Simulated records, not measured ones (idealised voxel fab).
process module | voxel fin reveal
cross-section cut | 185 nm wide | cells 5 nm
A cross-section is a grid of square cells, given in bands from the top down. A band is one or more rows of cells.
Each band's line starts with the height of the band's top and of its bottom, in nm. Then come its materials from left to right, each with its width in nm. One material with "throughout" fills the band from edge to edge. "air" is empty space.
Height 0 is the level under which the wafer as received is all one material. The lowest band goes on downwards, as in "0 down".
A width such as "30 to 40" changes by the same amount from each row of cells to the next, from the band's top row to its bottom row.
"no change" after a step means that no cell of the cross-section changed.
closed voids: empty space of 8 cells or more with no open way to the top, each as width x height at its distance from the left edge, in nm
after a step's settings: what the simulator itself notes on the step
overlay nm, on a step with a mask: how far to the right of its planned place the mask lay; to the left if negative
plan
1 op RECEIVE | material Si
2 op CONFORMAL_DEP | material SiN | thk nm 5
3 op DIRECTIONAL_DEP | material aC | thk nm 15
4 op PATTERN | tone cover | mask id FINS | material resist | width nm 15 | pitch nm 45 | thk nm 35 | overlay nm 0
5 op DIRECTIONAL_ETCH | etch materials aC | depth nm 15
6 op STRIP | etch materials resist
7 op DIRECTIONAL_ETCH | etch materials SiN | depth nm 5
8 op DIRECTIONAL_ETCH | etch materials Si | depth nm 35
9 op STRIP | etch materials aC
10 op OXIDIZE | depth nm 5
11 op FILL_DEP | material SiO2 | thk nm 10
12 op CMP | height nm 5
13 op SELECTIVE_ETCH | etch materials SiO2 | depth nm 20
14 op STRIP | etch materials SiN
15 op CONFORMAL_DEP | material SiO2 | thk nm 5
as received, after step 1
  0 down: Si throughout
  closed voids: none
a wafer at the end: this start, this plan, one mistake
  5 to 0: air 60 | SiO2 15 | air 30 | SiO2 15 | air 65
  0 to -30: air 60 | SiO2 5 | Si 5 | SiO2 5 | air 30 | SiO2 5 | Si 5 | SiO2 5 | air 65
  -30 to -40: SiO2 65 | Si 5 | SiO2 40 | Si 5 | SiO2 70
  -40 down: Si throughout
  closed voids: none
what went wrong: step 13 was run twice
